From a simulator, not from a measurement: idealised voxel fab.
process module | voxel transistor to metal
cross-section cut | 190 nm wide | cells 5 nm
A cross-section is a grid of square cells, given in bands from the top down. A band is one or more rows of cells.
Each band's line starts with the height of the band's top and of its bottom, in nm. Then come its materials from left to right, each with its width in nm. One material with "throughout" fills the band from edge to edge. "air" is empty space.
Height 0 is the level under which the wafer as received is all one material. The lowest band goes on downwards, as in "0 down".
A width such as "30 to 40" changes by the same amount from each row of cells to the next, from the band's top row to its bottom row.
"no change" after a step means that no cell of the cross-section changed.
closed voids: empty space of 8 cells or more with no open way to the top, each as width x height at its distance from the left edge, in nm
after a step's settings: what the simulator itself notes on the step
overlay nm, on a step with a mask: how far to the right of its planned place the mask lay; to the left if negative
plan
1 op RECEIVE | material Si
2 op OXIDIZE | depth nm 5
3 op CONFORMAL_DEP | material SiN | thk nm 15
4 op PATTERN | tone cover | mask id ACTIVE | material resist | width nm 115 | thk nm 15 | overlay nm 0
5 op DIRECTIONAL_ETCH | etch materials SiN | depth nm 15
6 op DIRECTIONAL_ETCH | etch materials SiO2 | depth nm 5
7 op DIRECTIONAL_ETCH | etch materials Si | depth nm 30
8 op STRIP | etch materials resist
9 op FILL_DEP | material SiO2 | thk nm 15
10 op CMP | height nm 15
11 op SELECTIVE_ETCH | etch materials SiO2 | depth nm 15
12 op STRIP | etch materials SiN
13 op SELECTIVE_ETCH | etch materials SiO2 | depth nm 5
14 op OXIDIZE | depth nm 5
15 op DIRECTIONAL_DEP | material polySi | thk nm 25
16 op DIRECTIONAL_DEP | material SiCN | thk nm 10
17 op DIRECTIONAL_DEP | material aC | thk nm 10
18 op PATTERN | tone cover | mask id GATE | material resist | width nm 25 | thk nm 30 | overlay nm 0
19 op DIRECTIONAL_ETCH | etch materials aC | depth nm 10
20 op STRIP | etch materials resist
21 op DIRECTIONAL_ETCH | etch materials SiCN | depth nm 20
22 op DIRECTIONAL_ETCH | etch materials polySi | depth nm 35
23 op STRIP | etch materials aC
24 op CONFORMAL_DEP | material SiO2 | thk nm 5
25 op DIRECTIONAL_ETCH | etch materials SiO2 | depth nm 5
26 op CONFORMAL_DEP | material SiN | thk nm 5
27 op DIRECTIONAL_ETCH | etch materials SiN | depth nm 5
28 op DIRECTIONAL_ETCH | etch materials SiO2 | depth nm 5
29 op DIRECTIONAL_ETCH | etch materials Si | depth nm 10
30 op EPI | material SiGe | thk nm 10
31 op FILL_DEP | material SiO2 | thk nm 5
32 op CMP | height nm 30
33 op DIRECTIONAL_DEP | material SiO2 | thk nm 15
34 op DIRECTIONAL_DEP | material aC | thk nm 15
35 op PATTERN | tone open | mask id CONTACT | material resist | width nm 30 | pitch nm 65 | thk nm 30 | overlay nm 0
36 op DIRECTIONAL_ETCH | etch materials aC | depth nm 15
37 op STRIP | etch materials resist
38 op DIRECTIONAL_ETCH | etch materials SiO2 | depth nm 55
39 op STRIP | etch materials aC
40 op CONFORMAL_DEP | material TiN | thk nm 5
41 op FILL_DEP | material Ru | thk nm 5
42 op CMP | height nm 45
43 op DIRECTIONAL_DEP | material TiN | thk nm 5
44 op DIRECTIONAL_DEP | material Ru | thk nm 25
45 op PATTERN | tone cover | mask id METAL_1 | material resist | width nm 20 | pitch nm 75 | thk nm 15 | overlay nm 0
46 op DIRECTIONAL_ETCH | etch materials Ru | depth nm 25
47 op DIRECTIONAL_ETCH | etch materials TiN | depth nm 5
48 op STRIP | etch materials resist
49 op FILL_DEP | material lowk | thk nm 10
50 op CMP | height nm 75
51 op CONFORMAL_DEP | material SiCN | thk nm 5
52 op DIRECTIONAL_DEP | material SiO2 | thk nm 25
53 op PATTERN | tone open | mask id METAL_2 | material resist | width nm 20 | pitch nm 75 | thk nm 20 | overlay nm 0
54 op DIRECTIONAL_ETCH | etch materials SiO2 | depth nm 15
55 op STRIP | etch materials resist
56 op DIRECTIONAL_DEP | material aC | thk nm 15
57 op PATTERN | tone open | mask id METAL_2_HOLES | material resist | width nm 15 | pitch nm 75 | thk nm 35 | overlay nm 0
58 op DIRECTIONAL_ETCH | etch materials aC | depth nm 15
59 op STRIP | etch materials resist
60 op DIRECTIONAL_ETCH | etch materials SiO2 | depth nm 10
61 op DIRECTIONAL_ETCH | etch materials SiCN | depth nm 5
62 op STRIP | etch materials aC
63 op CONFORMAL_DEP | material TiN | thk nm 5
64 op FILL_DEP | material Cu | thk nm 5
65 op CMP | height nm 105
66 op CONFORMAL_DEP | material SiCN | thk nm 5
as received, after step 1
  0 down: Si throughout
  closed voids: none
a wafer at the end: this start, this plan, one mistake
  110 to 105: SiCN throughout
  105 to 95: SiO2 45 | TiN 5 | Cu 10 | TiN 5 | SiO2 55 | TiN 5 | Cu 10 | TiN 5 | SiO2 50
  95 to 90: SiO2 45 | TiN 5 | Cu 5 | TiN 10 | SiO2 55 | TiN 5 | Cu 5 | TiN 10 | SiO2 50
  90 to 80: SiO2 45 | TiN 5 | Cu 5 | TiN 5 | SiO2 60 | TiN 5 | Cu 5 | TiN 5 | SiO2 55
  80 to 75: SiCN 45 | TiN 15 | SiCN 60 | TiN 15 | SiCN 55
  75 to 50: lowk 45 | Ru 20 | lowk 55 | Ru 20 | lowk 50
  50 to 45: lowk 45 | TiN 20 | lowk 55 | TiN 20 | lowk 50
  45 to 30: polySi throughout
  30 to 20: SiO2 70 | SiN 5 | SiO2 5 | SiCN 25 | SiO2 5 | SiN 5 | SiO2 75
  20 to 0: SiO2 70 | SiN 5 | SiO2 5 | polySi 25 | SiO2 5 | SiN 5 | SiO2 75
  0 to -5: SiO2 60 | SiGe 10 | SiN 5 | SiO2 5 | polySi 25 | SiO2 5 | SiN 5 | SiGe 10 | SiO2 65
  -5 to -10: SiO2 60 | SiGe 10 | SiO2 45 | SiGe 10 | SiO2 65
  -10 to -20: SiO2 35 | SiGe 35 | Si 45 | SiGe 35 | SiO2 40
  -20 to -35: SiO2 35 | Si 115 | SiO2 40
  -35 down: Si throughout
  closed voids: none
what went wrong: step 33 ran as: op DIRECTIONAL_DEP | material polySi | thk nm 15
